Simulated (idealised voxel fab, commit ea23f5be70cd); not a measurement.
process module | voxel trench capacitor
cross-section cut | 220 nm wide | cells 5 nm
A cross-section is a grid of square cells, given in bands from the top down. A band is one or more rows of cells.
Each band's line starts with the height of the band's top and of its bottom, in nm. Then come its materials from left to right, each with its width in nm. One material with "throughout" fills the band from edge to edge. "air" is empty space.
Height 0 is the level under which the wafer as received is all one material. The lowest band goes on downwards, as in "0 down".
A width such as "30 to 40" changes by the same amount from each row of cells to the next, from the band's top row to its bottom row.
"no change" after a step means that no cell of the cross-section changed.
closed voids: empty space of 8 cells or more with no open way to the top, each as width x height at its distance from the left edge, in nm
after a step's settings: what the simulator itself notes on the step
overlay nm, on a step with a mask: how far to the right of its planned place the mask lay; to the left if negative
plan
1 op RECEIVE | material Si
2 op CONFORMAL_DEP | material SiN | thk nm 10
3 op DIRECTIONAL_DEP | material aC | thk nm 15
4 op PATTERN | tone open | mask id TRENCH | material resist | width nm 15 | pitch nm 50 | thk nm 30 | overlay nm 0
5 op DIRECTIONAL_ETCH | etch materials aC | depth nm 15
6 op STRIP | etch materials resist
7 op DIRECTIONAL_ETCH | etch materials SiN | depth nm 10
8 op DIRECTIONAL_ETCH | etch materials Si | depth nm 30
9 op STRIP | etch materials aC
10 op CONFORMAL_DEP | material Al2O3 | thk nm 5
11 op FILL_DEP | material polySi | thk nm 5
12 op CMP | height nm 10
varied across the wafers: width nm of step 4. The plan shows the first wafer's value. All wafers start alike
first wafer as received, after step 1
  0 down: Si throughout
  closed voids: none
first wafer at the end, after step 12
  10 to 0: SiN 80 | Al2O3 5 | polySi 5 | Al2O3 5 | SiN 35 | Al2O3 5 | polySi 5 | Al2O3 5 | SiN 75
  0 to -25: Si 80 | Al2O3 5 | polySi 5 | Al2O3 5 | Si 35 | Al2O3 5 | polySi 5 | Al2O3 5 | Si 75
  -25 to -30: Si 80 | Al2O3 15 | Si 35 | Al2O3 15 | Si 75
  -30 down: Si throughout
  closed voids: none
last wafer at the end
  10 to 0: SiN 70 | Al2O3 5 | polySi 25 | Al2O3 5 | SiN 15 | Al2O3 5 | polySi 25 | Al2O3 5 | SiN 65
  0 to -25: Si 70 | Al2O3 5 | polySi 25 | Al2O3 5 | Si 15 | Al2O3 5 | polySi 25 | Al2O3 5 | Si 65
  -25 to -30: Si 70 | Al2O3 35 | Si 15 | Al2O3 35 | Si 65
  -30 down: Si throughout
  closed voids: none
each wafer at the end: cells of each material gained (+) or lost (-) since it was received, then its closed voids
width nm 15 | +34 Al2O3 | -36 Si | +76 SiN | +14 polySi | closed voids: none
width nm 20 | +36 Al2O3 | -48 Si | +72 SiN | +28 polySi | closed voids: none
width nm 25 | +38 Al2O3 | -60 Si | +68 SiN | +42 polySi | closed voids: none
width nm 30 | +40 Al2O3 | -72 Si | +64 SiN | +56 polySi | closed voids: none
width nm 35 | +42 Al2O3 | -84 Si | +60 SiN | +70 polySi | closed voids: none
